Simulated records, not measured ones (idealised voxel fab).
process module | voxel gate over fins
Each square cell in cross-section cut measures 5 nm, and the section as a whole is 230 nm wide.
This document writes a cross-section as a grid whose cells are square, and gives it as bands, listed from the top down; one or more rows of cells form a band. Each band's line starts with the height of the band's top and of its bottom, in nm. Then come its materials from left to right, each with its width in nm. One material with "all across" fills the band from edge to edge. "air" is empty space. Heights from 0 (as-received wafer is one material below). Bottom band endless downward, as "0 down". Read "30 to 40" as a graded width: first number on top, second number at the bottom, same change between each pair of neighbouring rows. "nothing was modified", as given for a step, is the statement that not any cell of the cross-section underwent a change during that step. Entry "Fully enclosed voids" = empty spaces >= 8 cells with no open way to the top; each as width x height at distance, distance from left edge, all nm. On a step's line, text after the settings is the simulator commenting on that step. Steps that use a mask can have "overlay nm" on their line. It says how far the mask sat to the right of where it was meant to be. Negative means to the left.

-- These are the steps we planned for the process
| 1 | RECEIVE (material Si) |
| 2 | CONFORMAL_DEP (material SiN; thk nm 5) |
| 3 | DIRECTIONAL_DEP (material aC; thk nm 15) |
| 4 | PATTERN (tone cover; mask id FINS; material resist; width nm 15; pitch nm 45; thk nm 30; overlay nm 0) |
| 5 | DIRECTIONAL_ETCH (etch materials aC; depth nm 15) |
| 6 | STRIP (etch materials resist) |
| 7 | DIRECTIONAL_ETCH (etch materials SiN; depth nm 5) |
| 8 | DIRECTIONAL_ETCH (etch materials Si; depth nm 40) |
| 9 | STRIP (etch materials aC) |
| 10 | OXIDIZE (depth nm 5) |
| 11 | FILL_DEP (material SiO2; thk nm 15) |
| 12 | CMP (height nm 5) |
| 13 | SELECTIVE_ETCH (etch materials SiO2; depth nm 15) |
| 14 | STRIP (etch materials SiN) |
| 15 | CONFORMAL_DEP (material HfO2; thk nm 5) |
| 16 | CONFORMAL_DEP (material TiN; thk nm 5) |
| 17 | CONFORMAL_DEP (material TiAl; thk nm 5) |
| 18 | CONFORMAL_DEP (material TiN; thk nm 5) |
| 19 | FILL_DEP (material W; thk nm 10) |
| 20 | CMP (height nm 25) |
| 21 | CONFORMAL_DEP (material SiN; thk nm 10) |

-- As-received state of the wafer in cross-section, equivalent to post-step 1
- 0 down | Si all across
- Fully enclosed voids: none

-- The module was run from the start shown above using the plan shown above, but one mistake was made doing it; the resulting wafer cross-section is below
- 35 to 25 | SiN all across
- 25 to 15 | W all across
- 15 to 10 | W 30, TiN 35, W 10, TiN 35, W 10, TiN 35, W 10, TiN 35, W 30
- 10 to 5 | W 30, TiN 5, TiAl 25, TiN 5, W 10, TiN 5, TiAl 25, TiN 5, W 10, TiN 5, TiAl 25, TiN 5, W 10, TiN 5, TiAl 25, TiN 5, W 30
- 5 to 0 | TiN 35, TiAl 5, HfO2 15, TiAl 5, TiN 20, TiAl 5, HfO2 15, TiAl 5, TiN 20, TiAl 5, HfO2 15, TiAl 5, TiN 20, TiAl 5, HfO2 15, TiAl 5, TiN 35
- 0 to -5 | TiAl 40, HfO2 5, Si 5, HfO2 5, TiAl 30, HfO2 5, Si 5, HfO2 5, TiAl 30, HfO2 5, Si 5, HfO2 5, TiAl 30, HfO2 5, Si 5, HfO2 5, TiAl 40
- -5 to -10 | HfO2 45, Si 5, HfO2 40, Si 5, HfO2 40, Si 5, HfO2 40, Si 5, HfO2 45
- -10 to -45 | SiO2 45, Si 5, SiO2 40, Si 5, SiO2 40, Si 5, SiO2 40, Si 5, SiO2 45
- -45 down | Si all across
- Fully enclosed voids: none
Heads up, the wafer didn't run the way we planned it: plan step 16 skipped
